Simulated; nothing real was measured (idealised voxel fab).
voxel trench capacitor: a process module
Each square cell in cross-section cut measures 5 nm, and the section as a whole is 190 nm wide.
Cross-section, as written here: a square-cell grid given band by band from the top down, where a band holds one or more rows of cells.
Quick guide to a band line: top height, bottom height (nm) up front; then every material left to right with its width in nm. Only one material and it's marked "throughout"? Then it fills the band edge to edge. And "empty" just means empty space.
The reference from which all heights are counted is 0, the level beneath which the as-received wafer is entirely one material; the lowest band, having no lower bound, proceeds downward and is written after the example "0 and below".
Top row gets the first number, bottom row gets the second, and each row in between changes by the same step: that is how a band width like "30 to 40" works.
Key: "remained the same" - step with no changed cell in the cross-section.
Heads up: "Voids, sealed" only lists the empty pockets with no open path to the top that are 8 cells or more, and it writes them as width x height at distance, distance from the left edge, in nm.
If you see something after the settings on a step's line, that's the simulator's own remark about that step.
A step line may carry the setting "overlay nm", which, for steps involving a mask, states the distance by which the mask lay to the right of its intended position; negative values denote displacement to the left.
Here's what the planned process steps look like
1,RECEIVE [material Si]
2,CONFORMAL_DEP [material SiN] [thk nm 10]
3,DIRECTIONAL_DEP [material aC] [thk nm 10]
4,PATTERN [tone open] [mask id TRENCH] [material resist] [width nm 30] [pitch nm 45] [thk nm 30] [overlay nm 0]
5,DIRECTIONAL_ETCH [etch materials aC] [depth nm 10]
6,STRIP [etch materials resist]
7,DIRECTIONAL_ETCH [etch materials SiN] [depth nm 10]
8,DIRECTIONAL_ETCH [etch materials Si] [depth nm 35]
9,STRIP [etch materials aC]
10,CONFORMAL_DEP [material Al2O3] [thk nm 5]
11,CONFORMAL_DEP [material TiN] [thk nm 5]
12,FILL_DEP [material W] [thk nm 5]
13,CMP [height nm 10]
The first of the two wafers, which ran as planned
Wafer cross-section on receipt, i.e. after step 1
> 0 and below  Si throughout
> Voids, sealed: none
Cross-section through the wafer, step 2 finished
> 10 down to 0  SiN throughout
> Beneath the level 0, the cross-section is identical to its previous state.
Cross-section through the wafer, step 3 finished
> 20 down to 10  aC throughout
> Beneath the level 10, the cross-section is identical to its previous state.
Cross-section through the wafer, step 4 finished
> 50 down to 20  55 resist; 30 empty; 15 resist; 30 empty; 60 resist
> Beneath the level 20, the cross-section is identical to its previous state.
Cross-section through the wafer, step 5 finished
> 40 down to 20  55 resist; 30 empty; 15 resist; 30 empty; 60 resist
> 20 down to 10  55 aC; 30 empty; 15 aC; 30 empty; 60 aC
> Beneath the level 10, the cross-section is identical to its previous state.
Cross-section through the wafer, step 6 finished
> 20 down to 10  55 aC; 30 empty; 15 aC; 30 empty; 60 aC
> Beneath the level 10, the cross-section is identical to its previous state.
Cross-section through the wafer, step 7 finished
> 20 down to 10  55 aC; 30 empty; 15 aC; 30 empty; 60 aC
> 10 down to 0  55 SiN; 30 empty; 15 SiN; 30 empty; 60 SiN
> Beneath the level 0, the cross-section is identical to its previous state.
Cross-section through the wafer, step 8 finished
> 20 down to 10  55 aC; 30 empty; 15 aC; 30 empty; 60 aC
> 10 down to 0  55 SiN; 30 empty; 15 SiN; 30 empty; 60 SiN
> 0 down to -35  55 Si; 30 empty; 15 Si; 30 empty; 60 Si
> Beneath the level -35, the cross-section is identical to its previous state.
Cross-section through the wafer, step 9 finished
> 10 down to 0  55 SiN; 30 empty; 15 SiN; 30 empty; 60 SiN
> Beneath the level 0, the cross-section is identical to its previous state.
Cross-section through the wafer, step 10 finished
> 15 down to 10  60 Al2O3; 20 empty; 25 Al2O3; 20 empty; 65 Al2O3
> 10 down to 0  55 SiN; 5 Al2O3; 20 empty; 5 Al2O3; 15 SiN; 5 Al2O3; 20 empty; 5 Al2O3; 60 SiN
> 0 down to -30  55 Si; 5 Al2O3; 20 empty; 5 Al2O3; 15 Si; 5 Al2O3; 20 empty; 5 Al2O3; 60 Si
> -30 down to -35  55 Si; 30 Al2O3; 15 Si; 30 Al2O3; 60 Si
> Beneath the level -35, the cross-section is identical to its previous state.
Cross-section through the wafer, step 11 finished
> 20 down to 15  65 TiN; 10 empty; 35 TiN; 10 empty; 70 TiN
> 15 down to 10  60 Al2O3; 5 TiN; 10 empty; 5 TiN; 25 Al2O3; 5 TiN; 10 empty; 5 TiN; 65 Al2O3
> 10 down to 0  55 SiN; 5 Al2O3; 5 TiN; 10 empty; 5 TiN; 5 Al2O3; 15 SiN; 5 Al2O3; 5 TiN; 10 empty; 5 TiN; 5 Al2O3; 60 SiN
> 0 down to -25  55 Si; 5 Al2O3; 5 TiN; 10 empty; 5 TiN; 5 Al2O3; 15 Si; 5 Al2O3; 5 TiN; 10 empty; 5 TiN; 5 Al2O3; 60 Si
> -25 down to -30  55 Si; 5 Al2O3; 20 TiN; 5 Al2O3; 15 Si; 5 Al2O3; 20 TiN; 5 Al2O3; 60 Si
> Beneath the level -30, the cross-section is identical to its previous state.
Cross-section through the wafer, step 12 finished
> 25 down to 20  W throughout
> 20 down to 15  65 TiN; 10 W; 35 TiN; 10 W; 70 TiN
> 15 down to 10  60 Al2O3; 5 TiN; 10 W; 5 TiN; 25 Al2O3; 5 TiN; 10 W; 5 TiN; 65 Al2O3
> 10 down to 0  55 SiN; 5 Al2O3; 5 TiN; 10 W; 5 TiN; 5 Al2O3; 15 SiN; 5 Al2O3; 5 TiN; 10 W; 5 TiN; 5 Al2O3; 60 SiN
> 0 down to -25  55 Si; 5 Al2O3; 5 TiN; 10 W; 5 TiN; 5 Al2O3; 15 Si; 5 Al2O3; 5 TiN; 10 W; 5 TiN; 5 Al2O3; 60 Si
> Beneath the level -25, the cross-section is identical to its previous state.
Cross-section through the wafer, step 13 finished
> 10 down to 0  55 SiN; 5 Al2O3; 5 TiN; 10 W; 5 TiN; 5 Al2O3; 15 SiN; 5 Al2O3; 5 TiN; 10 W; 5 TiN; 5 Al2O3; 60 SiN
> Beneath the level 0, the cross-section is identical to its previous state.
Second wafer: like start, like plan, one mistake. Through step 3 it matches the first wafer
Cross-section: second wafer, time at which step 4 was scheduled to end
> 50 down to 20  60 resist; 30 empty; 15 resist; 30 empty; 55 resist
> Beneath the level 20, the cross-section is identical to its previous state.
Cross-section: second wafer, time at which step 5 was scheduled to end
> 40 down to 20  60 resist; 30 empty; 15 resist; 30 empty; 55 resist
> 20 down to 10  60 aC; 30 empty; 15 aC; 30 empty; 55 aC
> Beneath the level 10, the cross-section is identical to its previous state.
Cross-section: second wafer, time at which step 6 was scheduled to end
> 20 down to 10  60 aC; 30 empty; 15 aC; 30 empty; 55 aC
> Beneath the level 10, the cross-section is identical to its previous state.
Cross-section: second wafer, time at which step 7 was scheduled to end
> 20 down to 10  60 aC; 30 empty; 15 aC; 30 empty; 55 aC
> 10 down to 0  60 SiN; 30 empty; 15 SiN; 30 empty; 55 SiN
> Beneath the level 0, the cross-section is identical to its previous state.
Cross-section: second wafer, time at which step 8 was scheduled to end
> 20 down to 10  60 aC; 30 empty; 15 aC; 30 empty; 55 aC
> 10 down to 0  60 SiN; 30 empty; 15 SiN; 30 empty; 55 SiN
> 0 down to -35  60 Si; 30 empty; 15 Si; 30 empty; 55 Si
> Beneath the level -35, the cross-section is identical to its previous state.
Cross-section: second wafer, time at which step 9 was scheduled to end
> 10 down to 0  60 SiN; 30 empty; 15 SiN; 30 empty; 55 SiN
> Beneath the level 0, the cross-section is identical to its previous state.
Cross-section: second wafer, time at which step 10 was scheduled to end
> 15 down to 10  65 Al2O3; 20 empty; 25 Al2O3; 20 empty; 60 Al2O3
> 10 down to 0  60 SiN; 5 Al2O3; 20 empty; 5 Al2O3; 15 SiN; 5 Al2O3; 20 empty; 5 Al2O3; 55 SiN
> 0 down to -30  60 Si; 5 Al2O3; 20 empty; 5 Al2O3; 15 Si; 5 Al2O3; 20 empty; 5 Al2O3; 55 Si
> -30 down to -35  60 Si; 30 Al2O3; 15 Si; 30 Al2O3; 55 Si
> Beneath the level -35, the cross-section is identical to its previous state.
Cross-section: second wafer, time at which step 11 was scheduled to end
> 20 down to 15  70 TiN; 10 empty; 35 TiN; 10 empty; 65 TiN
> 15 down to 10  65 Al2O3; 5 TiN; 10 empty; 5 TiN; 25 Al2O3; 5 TiN; 10 empty; 5 TiN; 60 Al2O3
> 10 down to 0  60 SiN; 5 Al2O3; 5 TiN; 10 empty; 5 TiN; 5 Al2O3; 15 SiN; 5 Al2O3; 5 TiN; 10 empty; 5 TiN; 5 Al2O3; 55 SiN
> 0 down to -25  60 Si; 5 Al2O3; 5 TiN; 10 empty; 5 TiN; 5 Al2O3; 15 Si; 5 Al2O3; 5 TiN; 10 empty; 5 TiN; 5 Al2O3; 55 Si
> -25 down to -30  60 Si; 5 Al2O3; 20 TiN; 5 Al2O3; 15 Si; 5 Al2O3; 20 TiN; 5 Al2O3; 55 Si
> Beneath the level -30, the cross-section is identical to its previous state.
Cross-section: second wafer, time at which step 12 was scheduled to end
> 25 down to 20  W throughout
> 20 down to 15  70 TiN; 10 W; 35 TiN; 10 W; 65 TiN
> 15 down to 10  65 Al2O3; 5 TiN; 10 W; 5 TiN; 25 Al2O3; 5 TiN; 10 W; 5 TiN; 60 Al2O3
> 10 down to 0  60 SiN; 5 Al2O3; 5 TiN; 10 W; 5 TiN; 5 Al2O3; 15 SiN; 5 Al2O3; 5 TiN; 10 W; 5 TiN; 5 Al2O3; 55 SiN
> 0 down to -25  60 Si; 5 Al2O3; 5 TiN; 10 W; 5 TiN; 5 Al2O3; 15 Si; 5 Al2O3; 5 TiN; 10 W; 5 TiN; 5 Al2O3; 55 Si
> Beneath the level -25, the cross-section is identical to its previous state.
Cross-section: second wafer, time at which step 13 was scheduled to end
> 10 down to 0  60 SiN; 5 Al2O3; 5 TiN; 10 W; 5 TiN; 5 Al2O3; 15 SiN; 5 Al2O3; 5 TiN; 10 W; 5 TiN; 5 Al2O3; 55 SiN
> Beneath the level 0, the cross-section is identical to its previous state.
Where did the run depart from the plan? step 4 did not happen as planned, as run it was PATTERN [tone open] [mask id TRENCH] [material resist] [width nm 30] [pitch nm 45] [thk nm 30] [overlay nm 5]
At the close, every material occupies the same number of cells on the second wafer as on the first, only in different positions.
